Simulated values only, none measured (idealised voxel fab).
process module | voxel local oxidation
cross-section cut | 300 nm wide | cells 5 nm
A cross-section is a grid of square cells, given in bands from the top down. A band is one or more rows of cells.
Each band's line starts with the height of the band's top and of its bottom, in nm. Then come its materials from left to right, each with its width in nm. One material with "throughout" fills the band from edge to edge. "air" is empty space.
Height 0 is the level under which the wafer as received is all one material. The lowest band goes on downwards, as in "0 down".
A width such as "30 to 40" changes by the same amount from each row of cells to the next, from the band's top row to its bottom row.
"no change" after a step means that no cell of the cross-section changed.
closed voids: empty space of 8 cells or more with no open way to the top, each as width x height at its distance from the left edge, in nm
after a step's settings: what the simulator itself notes on the step
overlay nm, on a step with a mask: how far to the right of its planned place the mask lay; to the left if negative
plan
1 op RECEIVE | material Si
2 op CONFORMAL_DEP | material SiO2 | thk nm 5
3 op CONFORMAL_DEP | material SiN | thk nm 15
4 op PATTERN | tone cover | mask id ACTIVE | material resist | width nm 105 | thk nm 20 | overlay nm 0
5 op DIRECTIONAL_ETCH | etch materials SiN | depth nm 15
6 op STRIP | etch materials resist
7 op SELECTIVE_ETCH | etch materials SiO2 | depth nm 5
8 op OXIDIZE | depth nm 10
9 op STRIP | etch materials SiN
first wafer, as planned
as received, after step 1
  0 down: Si throughout
  closed voids: none
after step 2
  5 to 0: SiO2 throughout
  below 0: unchanged
after step 3
  20 to 5: SiN throughout
  below 5: unchanged
after step 4
  40 to 20: air 95 | resist 105 | air 100
  below 20: unchanged
after step 5
  40 to 20: air 95 | resist 105 | air 100
  20 to 5: air 95 | SiN 105 | air 100
  below 5: unchanged
after step 6
  20 to 5: air 95 | SiN 105 | air 100
  below 5: unchanged
after step 7
  20 to 5: air 95 | SiN 105 | air 100
  5 to 0: air 100 | SiO2 95 | air 105
  below 0: unchanged
after step 8
  20 to 5: air 95 | SiN 105 | air 100
  5 to 0: air 100 | SiO2 95 | air 105
  0 to -10: SiO2 110 | Si 75 | SiO2 115
  below -10: unchanged
after step 9
  5 to 0: air 100 | SiO2 95 | air 105
  below 0: unchanged
second wafer: like start, like plan, one mistake. Through step 3 it matches the first wafer
when step 4 should have ended
  40 to 20: resist 95 | air 105 | resist 100
  below 20: unchanged
when step 5 should have ended
  40 to 20: resist 95 | air 105 | resist 100
  20 to 5: SiN 95 | air 105 | SiN 100
  below 5: unchanged
when step 6 should have ended
  20 to 5: SiN 95 | air 105 | SiN 100
  below 5: unchanged
when step 7 should have ended
  20 to 5: SiN 95 | air 105 | SiN 100
  5 to 0: SiO2 90 | air 115 | SiO2 95
  below 0: unchanged
when step 8 should have ended
  20 to 5: SiN 95 | air 105 | SiN 100
  5 to 0: SiO2 90 | air 115 | SiO2 95
  0 to -10: Si 80 | SiO2 135 | Si 85
  below -10: unchanged
when step 9 should have ended
  5 to 0: SiO2 90 | air 115 | SiO2 95
  below 0: unchanged
what went wrong: step 4 ran as: op PATTERN | tone open | mask id ACTIVE | material resist | width nm 105 | thk nm 20 | overlay nm 0
at the end the second wafer has, in cells: 36 more of Si | 18 fewer of SiO2
